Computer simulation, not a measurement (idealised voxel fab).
The name of this process module is voxel transistor to metal.
This is section cut - it's 140 nm across, gridded in 5 nm square cells.
Each cross-section below is a grid of square cells, stated as bands in top-down order, with one or more rows of cells making up each band.
Per band: top height and bottom height in nm, followed by the left-to-right materials and their widths in nm; "throughout" marks a single material spanning edge to edge, "air" marks empty space.
Height reference: 0 = level under which incoming wafer is all one material. Lowest band: no bottom, runs on downward, e.g. "0 and below".
You'd read "30..40" like this: the band's top row of cells is as wide as the first number, its bottom row is as wide as the second, and going down, every row changes width by the same amount as the row before did.
Step note "nothing got changed" = no cross-section cell changed.
"Sealed internal cavities" means: voids of 8 cells or more that are shut off from the top with no open way through. Written width x height at distance, distance from the left edge, in nm.
The remark found on a step's line after its settings is issued by the simulator itself and pertains to that step.
The optional step-line setting "overlay nm" applies to steps with a mask and quantifies how far to the right of its planned location the mask lay, a negative value indicating leftward placement.
Guide to the pairs. Each holds a before and an after cross-section around one process step; the after cross-section is cut off at the lowest band that changed. Look under the pair for the step between them and its settings. Pairs can come from different runs of this module on the same starting wafer, so a pair follows on from the one above it only where its entry headed "Pre-step geometry" says it does.

Pre-step geometry
- 15 down to 10 | SiN 15, air 110, SiN 15
- 10 down to 5 | SiN 15, SiO2 110, SiN 15
- 5 down to 0 | SiO2 throughout
- 0 and below | Si throughout
- Sealed internal cavities: none

Structure After Step
- 10 down to 5 | air 15, SiO2 110, air 15
- Under 5: no change, same as before.
- Sealed internal cavities: none
The cross-sections above show the structure before and after this step: STRIP (etch materials SiN)

Pre-step geometry: just use the after drawing of the pair above as your starting point.

Structure After Step
- 5 down to 0 | air 20, SiO2 100, air 20
- Under 0: no change, same as before.
- Sealed internal cavities: none
The cross-sections above show the structure before and after this step: SELECTIVE_ETCH (etch materials SiO2; depth nm 5)

Pre-step geometry: just use the after drawing of the pair above as your starting point.

Structure After Step
- 5 down to 0 | air 20, SiO2 100, air 20
- 0 down to -5 | SiO2 25, Si 90, SiO2 25
- Under -5: no change, same as before.
- Sealed internal cavities: none
The cross-sections above show the structure before and after this step: OXIDIZE (depth nm 5)

Pre-step geometry: just use the after drawing of the pair above as your starting point.

Structure After Step
- 25 down to 20 | air 20, polySi 100, air 20
- 20 down to 5 | polySi throughout
- 5 down to 0 | polySi 20, SiO2 100, polySi 20
- Under 0: no change, same as before.
- Sealed internal cavities: none
The cross-sections above show the structure before and after this step: DIRECTIONAL_DEP (material polySi; thk nm 20)

Pre-step geometry: just use the after drawing of the pair above as your starting point.

Structure After Step
- 40 down to 35 | air 20, SiCN 100, air 20
- 35 down to 25 | SiCN throughout
- 25 down to 20 | SiCN 20, polySi 100, SiCN 20
- Under 20: no change, same as before.
- Sealed internal cavities: none
The cross-sections above show the structure before and after this step: DIRECTIONAL_DEP (material SiCN; thk nm 15)

Pre-step geometry: just use the after drawing of the pair above as your starting point.

Structure After Step
- 55 down to 40 | air 60, resist 20, air 60
- Under 40: no change, same as before.
- Sealed internal cavities: none
The cross-sections above show the structure before and after this step: PATTERN (tone cover; mask id GATE; material resist; width nm 20; thk nm 15; overlay nm 0)

Pre-step geometry: just use the after drawing of the pair above as your starting point.

Structure After Step
- 55 down to 40 | air 60, resist 20, air 60
- 40 down to 25 | air 60, SiCN 20, air 60
- 25 down to 20 | air 20, polySi 100, air 20
- Under 20: no change, same as before.
- Sealed internal cavities: none
The cross-sections above show the structure before and after this step: DIRECTIONAL_ETCH (etch materials SiCN; depth nm 25)

Pre-step geometry: just use the after drawing of the pair above as your starting point.

Structure After Step
- 55 down to 40 | air 60, resist 20, air 60
- 40 down to 25 | air 60, SiCN 20, air 60
- 25 down to 5 | air 60, polySi 20, air 60
- 5 down to 0 | air 20, SiO2 100, air 20
- Under 0: no change, same as before.
- Sealed internal cavities: none
The cross-sections above show the structure before and after this step: DIRECTIONAL_ETCH (etch materials polySi; depth nm 30)

Pre-step geometry: just use the after drawing of the pair above as your starting point.

Structure After Step
- 40 down to 25 | air 60, SiCN 20, air 60
- Under 25: no change, same as before.
- Sealed internal cavities: none
The cross-sections above show the structure before and after this step: STRIP (etch materials resist)

Pre-step geometry: just use the after drawing of the pair above as your starting point.

Structure After Step
- 45 down to 40 | air 55, SiN 30, air 55
- 40 down to 25 | air 55, SiN 5, SiCN 20, SiN 5, air 55
- 25 down to 10 | air 55, SiN 5, polySi 20, SiN 5, air 55
- 10 down to 5 | air 15, SiN 45, polySi 20, SiN 45, air 15
- 5 down to 0 | SiN 20, SiO2 100, SiN 20
- Under 0: no change, same as before.
- Sealed internal cavities: none
The cross-sections above show the structure before and after this step: CONFORMAL_DEP (material SiN; thk nm 5)

Pre-step geometry: just use the after drawing of the pair above as your starting point.

Structure After Step
- 40 down to 25 | air 55, SiN 5, SiCN 20, SiN 5, air 55
- 25 down to 5 | air 55, SiN 5, polySi 20, SiN 5, air 55
- 5 down to 0 | air 15, SiN 5, SiO2 100, SiN 5, air 15
- Under 0: no change, same as before.
- Sealed internal cavities: none
The cross-sections above show the structure before and after this step: DIRECTIONAL_ETCH (etch materials SiN; depth nm 5)

Pre-step geometry: just use the after drawing of the pair above as your starting point.

Structure After Step
- 40 down to 25 | air 55, SiN 5, SiCN 20, SiN 5, air 55
- 25 down to 5 | air 55, SiN 5, polySi 20, SiN 5, air 55
- 5 down to 0 | air 15, SiN 5, air 35, SiO2 30, air 35, SiN 5, air 15
- 0 down to -5 | air 15, SiO2 10, Si 90, SiO2 10, air 15
- Under -5: no change, same as before.
- Sealed internal cavities: none
The cross-sections above show the structure before and after this step: DIRECTIONAL_ETCH (etch materials SiO2; depth nm 5)

Pre-step geometry: just use the after drawing of the pair above as your starting point.

Structure After Step
- 40 down to 25 | air 55, SiN 5, SiCN 20, SiN 5, air 55
- 25 down to 5 | air 55, SiN 5, polySi 20, SiN 5, air 55
- 5 down to 0 | air 15, SiN 5, air 35, SiO2 30, air 35, SiN 5, air 15
- 0 down to -5 | air 15, SiO2 10, air 30, Si 30, air 30, SiO2 10, air 15
- -5 down to -10 | air 15, Si 110, air 15
- Under -10: no change, same as before.
- Sealed internal cavities: none
The cross-sections above show the structure before and after this step: DIRECTIONAL_ETCH (etch materials Si; depth nm 5)

Pre-step geometry: just use the after drawing of the pair above as your starting point.

Structure After Step
- 40 down to 25 | air 55, SiN 5, SiCN 20, SiN 5, air 55
- 25 down to 5 | air 55, SiN 5, polySi 20, SiN 5, air 55
- 5 down to 0 | air 15, SiN 5, air 30, pSi 5, SiO2 30, pSi 5, air 30, SiN 5, air 15
- 0 down to -5 | air 10, pSi 5, SiO2 10, pSi 30, Si 30, pSi 30, SiO2 10, pSi 5, air 10
- -5 down to -10 | pSi 15, Si 110, pSi 15
- Under -10: no change, same as before.
- Sealed internal cavities: none
The cross-sections above show the structure before and after this step: EPI (material pSi; thk nm 5)

Pre-step geometry: just use the after drawing of the pair above as your starting point.

Structure After Step
- 50 down to 40 | SiO2 throughout
- 40 down to 25 | SiO2 55, SiN 5, SiCN 20, SiN 5, SiO2 55
- 25 down to 5 | SiO2 55, SiN 5, polySi 20, SiN 5, SiO2 55
- 5 down to 0 | SiO2 15, SiN 5, SiO2 30, pSi 5, SiO2 30, pSi 5, SiO2 30, SiN 5, SiO2 15
- 0 down to -5 | SiO2 10, pSi 5, SiO2 10, pSi 30, Si 30, pSi 30, SiO2 10, pSi 5, SiO2 10
- Under -5: no change, same as before.
- Sealed internal cavities: none
The cross-sections above show the structure before and after this step: FILL_DEP (material SiO2; thk nm 10)

Pre-step geometry: just use the after drawing of the pair above as your starting point.

Structure After Step
- 35 down to 25 | SiO2 55, SiN 5, SiCN 20, SiN 5, SiO2 55
- Under 25: no change, same as before.
- Sealed internal cavities: none
The cross-sections above show the structure before and after this step: CMP (height nm 35)

Pre-step geometry: just use the after drawing of the pair above as your starting point.

Structure After Step
- 45 down to 35 | SiO2 throughout
- Under 35: no change, same as before.
- Sealed internal cavities: none
The cross-sections above show the structure before and after this step: DIRECTIONAL_DEP (material SiO2; thk nm 10)

Pre-step geometry: just use the after drawing of the pair above as your starting point.

Structure After Step
- 60 down to 45 | aC throughout
- Under 45: no change, same as before.
- Sealed internal cavities: none
The cross-sections above show the structure before and after this step: DIRECTIONAL_DEP (material aC; thk nm 15)

Pre-step geometry: just use the after drawing of the pair above as your starting point.

Structure After Step
- 95 down to 60 | resist 25, air 30, resist 30, air 30, resist 25
- Under 60: no change, same as before.
- Sealed internal cavities: none
The cross-sections above show the structure before and after this step: PATTERN (tone open; mask id CONTACT; material resist; width nm 30; pitch nm 60; thk nm 35; overlay nm 0)

Pre-step geometry: just use the after drawing of the pair above as your starting point.

Structure After Step
- 80 down to 60 | resist 25, air 30, resist 30, air 30, resist 25
- 60 down to 45 | aC 25, air 30, aC 30, air 30, aC 25
- Under 45: no change, same as before.
- Sealed internal cavities: none
The cross-sections above show the structure before and after this step: DIRECTIONAL_ETCH (etch materials aC; depth nm 15)

Pre-step geometry: just use the after drawing of the pair above as your starting point.

Structure After Step
- 60 down to 45 | aC 25, air 30, aC 30, air 30, aC 25
- Under 45: no change, same as before.
- Sealed internal cavities: none
The cross-sections above show the structure before and after this step: STRIP (etch materials resist)

Pre-step geometry: just use the after drawing of the pair above as your starting point.

Structure After Step
- 60 down to 45 | aC 25, air 30, aC 30, air 30, aC 25
- 45 down to 35 | SiO2 25, air 30, SiO2 30, air 30, SiO2 25
- 35 down to 25 | SiO2 25, air 30, SiN 5, SiCN 20, SiN 5, air 30, SiO2 25
- 25 down to 5 | SiO2 25, air 30, SiN 5, polySi 20, SiN 5, air 30, SiO2 25
- 5 down to 0 | SiO2 15, SiN 5, SiO2 5, air 25, pSi 5, SiO2 30, pSi 5, air 25, SiO2 5, SiN 5, SiO2 15
- Under 0: no change, same as before.
- Sealed internal cavities: none
The cross-sections above show the structure before and after this step: DIRECTIONAL_ETCH (etch materials SiO2; depth nm 50)

Pre-step geometry: just use the after drawing of the pair above as your starting point.

Structure After Step
- 45 down to 35 | SiO2 25, air 30, SiO2 30, air 30, SiO2 25
- Under 35: no change, same as before.
- Sealed internal cavities: none
The cross-sections above show the structure before and after this step: STRIP (etch materials aC)

Pre-step geometry: just use the after drawing of the pair above as your starting point.

Structure After Step
- 50 down to 45 | TiN 30, air 20, TiN 40, air 20, TiN 30
- 45 down to 35 | SiO2 25, TiN 5, air 20, TiN 5, SiO2 30, TiN 5, air 20, TiN 5, SiO2 25
- 35 down to 25 | SiO2 25, TiN 5, air 20, TiN 5, SiN 5, SiCN 20, SiN 5, TiN 5, air 20, TiN 5, SiO2 25
- 25 down to 10 | SiO2 25, TiN 5, air 20, TiN 5, SiN 5, polySi 20, SiN 5, TiN 5, air 20, TiN 5, SiO2 25
- 10 down to 5 | SiO2 25, TiN 5, air 15, TiN 10, SiN 5, polySi 20, SiN 5, TiN 10, air 15, TiN 5, SiO2 25
- 5 down to 0 | SiO2 15, SiN 5, SiO2 5, TiN 25, pSi 5, SiO2 30, pSi 5, TiN 25, SiO2 5, SiN 5, SiO2 15
- Under 0: no change, same as before.
- Sealed internal cavities: none
The cross-sections above show the structure before and after this step: CONFORMAL_DEP (material TiN; thk nm 5)

Pre-step geometry: just use the after drawing of the pair above as your starting point.

Structure After Step
- 55 down to 50 | W throughout
- 50 down to 45 | TiN 30, W 20, TiN 40, W 20, TiN 30
- 45 down to 35 | SiO2 25, TiN 5, W 20, TiN 5, SiO2 30, TiN 5, W 20, TiN 5, SiO2 25
- 35 down to 25 | SiO2 25, TiN 5, W 20, TiN 5, SiN 5, SiCN 20, SiN 5, TiN 5, W 20, TiN 5, SiO2 25
- 25 down to 10 | SiO2 25, TiN 5, W 20, TiN 5, SiN 5, polySi 20, SiN 5, TiN 5, W 20, TiN 5, SiO2 25
- 10 down to 5 | SiO2 25, TiN 5, W 15, TiN 10, SiN 5, polySi 20, SiN 5, TiN 10, W 15, TiN 5, SiO2 25
- Under 5: no change, same as before.
- Sealed internal cavities: none
The cross-sections above show the structure before and after this step: FILL_DEP (material W; thk nm 5)

Pre-step geometry: just use the after drawing of the pair above as your starting point.

Structure After Step
- 45 down to 35 | SiO2 25, TiN 5, W 20, TiN 5, SiO2 30, TiN 5, W 20, TiN 5, SiO2 25
- Under 35: no change, same as before.
- Sealed internal cavities: none
The cross-sections above show the structure before and after this step: CMP (height nm 45)

Pre-step geometry: just use the after drawing of the pair above as your starting point.

Structure After Step
- 50 down to 45 | TiN throughout
- Under 45: no change, same as before.
- Sealed internal cavities: none
The cross-sections above show the structure before and after this step: DIRECTIONAL_DEP (material TiN; thk nm 5)

Pre-step geometry: just use the after drawing of the pair above as your starting point.

Structure After Step
- 70 down to 50 | W throughout
- Under 50: no change, same as before.
- Sealed internal cavities: none
The cross-sections above show the structure before and after this step: DIRECTIONAL_DEP (material W; thk nm 20)

Pre-step geometry: just use the after drawing of the pair above as your starting point.

Structure After Step
- 70 down to 50 | air 25, W 15, air 60, W 15, air 25
- Under 50: no change, same as before.
- Sealed internal cavities: none
The cross-sections above show the structure before and after this step: MASKED_ETCH (tone cover; mask id METAL_1; width nm 15; pitch nm 75; etch materials W; depth nm 20; overlay nm 0)

Pre-step geometry: just use the after drawing of the pair above as your starting point.

Structure After Step
- 70 down to 50 | air 25, W 15, air 60, W 15, air 25
- 50 down to 45 | air 25, TiN 15, air 60, TiN 15, air 25
- Under 45: no change, same as before.
- Sealed internal cavities: none
The cross-sections above show the structure before and after this step: MASKED_ETCH (tone cover; mask id METAL_1; width nm 15; pitch nm 75; etch materials TiN; depth nm 5; overlay nm 0)

Pre-step geometry: just use the after drawing of the pair above as your starting point.

Structure After Step
- 75 down to 70 | air 20, SiN 25, air 50, SiN 25, air 20
- 70 down to 50 | air 20, SiN 5, W 15, SiN 5, air 50, SiN 5, W 15, SiN 5, air 20
- 50 down to 45 | SiN 25, TiN 15, SiN 60, TiN 15, SiN 25
- Under 45: no change, same as before.
- Sealed internal cavities: none
The cross-sections above show the structure before and after this step: CONFORMAL_DEP (material SiN; thk nm 5)

Pre-step geometry: just use the after drawing of the pair above as your starting point.

Structure After Step
- 80 down to 75 | SiO2 throughout
- 75 down to 70 | SiO2 20, SiN 25, SiO2 50, SiN 25, SiO2 20
- 70 down to 50 | SiO2 20, SiN 5, W 15, SiN 5, SiO2 50, SiN 5, W 15, SiN 5, SiO2 20
- Under 50: no change, same as before.
- Sealed internal cavities: none
The cross-sections above show the structure before and after this step: FILL_DEP (material SiO2; thk nm 5)

Pre-step geometry: just use the after drawing of the pair above as your starting point.

Structure After Step
- 70 down to 50 | SiO2 20, SiN 5, W 15, SiN 5, SiO2 50, SiN 5, W 15, SiN 5, SiO2 20
- Under 50: no change, same as before.
- Sealed internal cavities: none
The cross-sections above show the structure before and after this step: CMP (height nm 70)

Pre-step geometry: just use the after drawing of the pair above as your starting point.

Structure After Step
- 75 down to 70 | SiCN throughout
- Under 70: no change, same as before.
- Sealed internal cavities: none
The cross-sections above show the structure before and after this step: CONFORMAL_DEP (material SiCN; thk nm 5)
